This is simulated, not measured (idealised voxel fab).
process module | voxel wiring stack
cross-section cut | 255 nm wide | cells 5 nm
A cross-section is a grid of square cells, given in bands from the top down. A band is one or more rows of cells.
Each band's line starts with the height of the band's top and of its bottom, in nm. Then come its materials from left to right, each with its width in nm. One material with "throughout" fills the band from edge to edge. "air" is empty space.
Height 0 is the level under which the wafer as received is all one material. The lowest band goes on downwards, as in "0 down".
A width such as "30 to 40" changes by the same amount from each row of cells to the next, from the band's top row to its bottom row.
"no change" after a step means that no cell of the cross-section changed.
closed voids: empty space of 8 cells or more with no open way to the top, each as width x height at its distance from the left edge, in nm
after a step's settings: what the simulator itself notes on the step
overlay nm, on a step with a mask: how far to the right of its planned place the mask lay; to the left if negative
plan
1 op RECEIVE | material Si
2 op CONFORMAL_DEP | material SiO2 | thk nm 15
3 op DIRECTIONAL_DEP | material TiN | thk nm 5
4 op DIRECTIONAL_DEP | material Ru | thk nm 20
5 op MASKED_ETCH | tone cover | mask id METAL_1 | width nm 30 | pitch nm 60 | etch materials Ru | depth nm 20 | overlay nm 0
6 op MASKED_ETCH | tone cover | mask id METAL_1 | width nm 30 | pitch nm 60 | etch materials TiN | depth nm 5 | overlay nm 0
7 op CONFORMAL_DEP | material SiN | thk nm 5
8 op FILL_DEP | material SiO2 | thk nm 10
9 op CMP | height nm 40
10 op CONFORMAL_DEP | material SiCN | thk nm 5
11 op DIRECTIONAL_DEP | material lowk | thk nm 30
12 op PATTERN | tone open | mask id METAL_2 | material resist | width nm 30 | pitch nm 60 | thk nm 15 | overlay nm 0
13 op DIRECTIONAL_ETCH | etch materials lowk | depth nm 20
14 op STRIP | etch materials resist
15 op MASKED_ETCH | tone open | mask id METAL_2_HOLES | width nm 15 | pitch nm 120 | etch materials lowk | depth nm 10 | overlay nm 0
16 op MASKED_ETCH | tone open | mask id METAL_2_HOLES | width nm 15 | pitch nm 120 | etch materials SiCN | depth nm 5 | overlay nm 0
17 op CONFORMAL_DEP | material TiN | thk nm 5
18 op FILL_DEP | material Cu | thk nm 5
19 op CMP | height nm 75
20 op CONFORMAL_DEP | material SiCN | thk nm 5
21 op DIRECTIONAL_DEP | material SiO2 | thk nm 30
22 op MASKED_ETCH | tone open | mask id METAL_3 | width nm 30 | pitch nm 60 | etch materials SiO2 | depth nm 15 | overlay nm 0
23 op MASKED_ETCH | tone open | mask id METAL_3_HOLES | width nm 15 | pitch nm 120 | etch materials SiO2 | depth nm 15 | overlay nm 0
24 op MASKED_ETCH | tone open | mask id METAL_3_HOLES | width nm 15 | pitch nm 120 | etch materials SiCN | depth nm 5 | overlay nm 0
25 op CONFORMAL_DEP | material TiN | thk nm 5
26 op FILL_DEP | material Cu | thk nm 10
27 op CMP | height nm 110
28 op CONFORMAL_DEP | material SiCN | thk nm 5
29 op DIRECTIONAL_DEP | material SiO2 | thk nm 30
30 op PATTERN | tone open | mask id METAL_4 | material resist | width nm 30 | pitch nm 60 | thk nm 15 | overlay nm 0
31 op DIRECTIONAL_ETCH | etch materials SiO2 | depth nm 15
32 op STRIP | etch materials resist
33 op MASKED_ETCH | tone open | mask id METAL_4_HOLES | width nm 15 | pitch nm 60 | etch materials SiO2 | depth nm 15 | overlay nm 0
34 op MASKED_ETCH | tone open | mask id METAL_4_HOLES | width nm 15 | pitch nm 60 | etch materials SiCN | depth nm 5 | overlay nm 0
35 op CONFORMAL_DEP | material TiN | thk nm 5
36 op FILL_DEP | material Cu | thk nm 10
37 op CMP | height nm 145
38 op CONFORMAL_DEP | material SiN | thk nm 5
as received, after step 1
  0 down: Si throughout
  closed voids: none
first wafer at the end, as planned
  150 to 145: SiN throughout
  145 to 135: SiO2 20 | TiN 5 | Cu 20 | TiN 5 | SiO2 30 | TiN 5 | Cu 20 | TiN 5 | SiO2 30 | TiN 5 | Cu 20 | TiN 5 | SiO2 30 | TiN 5 | Cu 20 | TiN 5 | SiO2 25
  135 to 130: SiO2 20 | TiN 5 | Cu 5 | TiN 20 | SiO2 30 | TiN 5 | Cu 5 | TiN 20 | SiO2 30 | TiN 5 | Cu 5 | TiN 20 | SiO2 30 | TiN 5 | Cu 5 | TiN 20 | SiO2 25
  130 to 115: SiO2 20 | TiN 5 | Cu 5 | TiN 5 | SiO2 45 | TiN 5 | Cu 5 | TiN 5 | SiO2 45 | TiN 5 | Cu 5 | TiN 5 | SiO2 45 | TiN 5 | Cu 5 | TiN 5 | SiO2 40
  115 to 110: SiCN 20 | TiN 15 | SiCN 45 | TiN 15 | SiCN 45 | TiN 15 | SiCN 45 | TiN 15 | SiCN 40
  110 to 100: SiO2 20 | TiN 5 | Cu 20 | TiN 5 | SiO2 30 | TiN 5 | Cu 20 | TiN 5 | SiO2 30 | TiN 5 | Cu 20 | TiN 5 | SiO2 30 | TiN 5 | Cu 20 | TiN 5 | SiO2 25
  100 to 95: SiO2 20 | TiN 5 | Cu 5 | TiN 20 | SiO2 30 | TiN 30 | SiO2 30 | TiN 5 | Cu 5 | TiN 20 | SiO2 30 | TiN 30 | SiO2 25
  95 to 80: SiO2 20 | TiN 5 | Cu 5 | TiN 5 | SiO2 105 | TiN 5 | Cu 5 | TiN 5 | SiO2 100
  80 to 75: SiCN 20 | TiN 15 | SiCN 105 | TiN 15 | SiCN 100
  75 to 60: lowk 20 | TiN 5 | Cu 20 | TiN 5 | lowk 30 | TiN 5 | Cu 20 | TiN 5 | lowk 30 | TiN 5 | Cu 20 | TiN 5 | lowk 30 | TiN 5 | Cu 20 | TiN 5 | lowk 25
  60 to 55: lowk 20 | TiN 5 | Cu 5 | TiN 20 | lowk 30 | TiN 30 | lowk 30 | TiN 5 | Cu 5 | TiN 20 | lowk 30 | TiN 30 | lowk 25
  55 to 45: lowk 20 | TiN 5 | Cu 5 | TiN 5 | lowk 105 | TiN 5 | Cu 5 | TiN 5 | lowk 100
  45 to 40: SiCN 20 | TiN 15 | SiCN 105 | TiN 15 | SiCN 100
  40 to 20: SiO2 15 | SiN 5 | Ru 30 | SiN 5 | SiO2 20 | SiN 5 | Ru 30 | SiN 5 | SiO2 20 | SiN 5 | Ru 30 | SiN 5 | SiO2 20 | SiN 5 | Ru 30 | SiN 5 | SiO2 20
  20 to 15: SiN 20 | TiN 30 | SiN 30 | TiN 30 | SiN 30 | TiN 30 | SiN 30 | TiN 30 | SiN 25
  15 to 0: SiO2 throughout
  0 down: Si throughout
  closed voids: none
second wafer at the end: like start, like plan, one mistake
  150 to 145: SiN throughout
  145 to 135: SiO2 20 | TiN 5 | Cu 20 | TiN 5 | SiO2 30 | TiN 5 | Cu 20 | TiN 5 | SiO2 30 | TiN 5 | Cu 20 | TiN 5 | SiO2 30 | TiN 5 | Cu 20 | TiN 5 | SiO2 25
  135 to 130: SiO2 20 | TiN 5 | Cu 5 | TiN 20 | SiO2 30 | TiN 5 | Cu 5 | TiN 20 | SiO2 30 | TiN 5 | Cu 5 | TiN 20 | SiO2 30 | TiN 5 | Cu 5 | TiN 20 | SiO2 25
  130 to 115: SiO2 20 | TiN 5 | Cu 5 | TiN 5 | SiO2 45 | TiN 5 | Cu 5 | TiN 5 | SiO2 45 | TiN 5 | Cu 5 | TiN 5 | SiO2 45 | TiN 5 | Cu 5 | TiN 5 | SiO2 40
  115 to 110: SiCN 20 | TiN 15 | SiCN 45 | TiN 15 | SiCN 45 | TiN 15 | SiCN 45 | TiN 15 | SiCN 40
  110 to 100: SiO2 20 | TiN 5 | Cu 20 | TiN 5 | SiO2 30 | TiN 5 | Cu 20 | TiN 5 | SiO2 30 | TiN 5 | Cu 20 | TiN 5 | SiO2 30 | TiN 5 | Cu 20 | TiN 5 | SiO2 25
  100 to 95: SiO2 20 | TiN 5 | Cu 5 | TiN 20 | SiO2 30 | TiN 30 | SiO2 30 | TiN 5 | Cu 5 | TiN 20 | SiO2 30 | TiN 30 | SiO2 25
  95 to 80: SiO2 20 | TiN 5 | Cu 5 | TiN 5 | SiO2 105 | TiN 5 | Cu 5 | TiN 5 | SiO2 100
  80 to 75: SiCN 20 | TiN 15 | SiCN 105 | TiN 15 | SiCN 100
  75 to 45: Ru throughout
  45 to 40: SiCN throughout
  40 to 20: SiO2 15 | SiN 5 | Ru 30 | SiN 5 | SiO2 20 | SiN 5 | Ru 30 | SiN 5 | SiO2 20 | SiN 5 | Ru 30 | SiN 5 | SiO2 20 | SiN 5 | Ru 30 | SiN 5 | SiO2 20
  20 to 15: SiN 20 | TiN 30 | SiN 30 | TiN 30 | SiN 30 | TiN 30 | SiN 30 | TiN 30 | SiN 25
  15 to 0: SiO2 throughout
  0 down: Si throughout
  closed voids: none
what went wrong: step 11 ran as: op DIRECTIONAL_DEP | material Ru | thk nm 30
at the end the second wafer has, in cells: 54 fewer of Cu | 306 more of Ru | 6 more of SiCN | 60 fewer of TiN | 198 fewer of lowk
